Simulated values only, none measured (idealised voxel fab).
Process module, titled voxel double patterning
This is section cut - it's 295 nm across, gridded in 5 nm square cells.
Reading order for cross-sections: top band down to bottom band. Underlying form: a grid of square cells. Band size: one or more rows of cells. A band entry consists of two parts. The first gives the height of the band's top and the height of its bottom, in nm. The rest lists the band's materials from left to right, each with its width in nm. A single material labelled with the word "all across" fills the band from edge to edge, and the word "blank" marks empty space. We count height from 0. Below that, the starting wafer is all one material. The lowest band never ends at the bottom but goes on down; see "0 -> down" for how that is written. Per-row width for "30 to 40": begins at first number (top row of band), ends at second number (bottom row), increment between rows held constant. "remained unchanged" means the step left every cell of the cross-section as it was. Entry "Fully closed voids". Content: empty spaces with no open connection to the top, size 8 cells or greater. Each: width x height at distance. Distance: from left edge. Unit: nm. Whatever follows a step's settings on its line is a remark the simulator itself makes about that step. overlay nm: mask right of planned place by this much (step with mask). Neg. = left.

Below is the list of planned process steps
1,RECEIVE,material Si
2,CONFORMAL_DEP,material SiO2,thk nm 10
3,DIRECTIONAL_DEP,material W,thk nm 10
4,DIRECTIONAL_DEP,material SiN,thk nm 5
5,MASKED_ETCH,tone open,mask id FIRST,width nm 15,pitch nm 50,etch materials SiN,depth nm 5,overlay nm 0
6,DIRECTIONAL_DEP,material aC,thk nm 10
7,PATTERN,tone open,mask id SECOND,material resist,width nm 15,pitch nm 50,thk nm 25,overlay nm 0
8,DIRECTIONAL_ETCH,etch materials aC,depth nm 10
9,STRIP,etch materials resist
10,DIRECTIONAL_ETCH,etch materials SiN,depth nm 5
11,STRIP,etch materials aC
12,DIRECTIONAL_ETCH,etch materials W,depth nm 10
13,STRIP,etch materials SiN

Step 1 complete: cross-section of the wafer as received
- 0 -> down | Si all across
- Fully closed voids: none

The module was run from the start shown above using the plan shown above, but one mistake was made doing it; the resulting wafer cross-section is below
- 20 -> 10 | W=90  blank=20  W=5  blank=15  W=10  blank=20  W=5  blank=15  W=10  blank=20  W=85
- 10 -> 0 | SiO2 all across
- 0 -> down | Si all across
- Fully closed voids: none
what went wrong: contrary to plan, step 5 was performed as MASKED_ETCH,tone open,mask id FIRST,width nm 20,pitch nm 50,etch materials SiN,depth nm 5,overlay nm 0
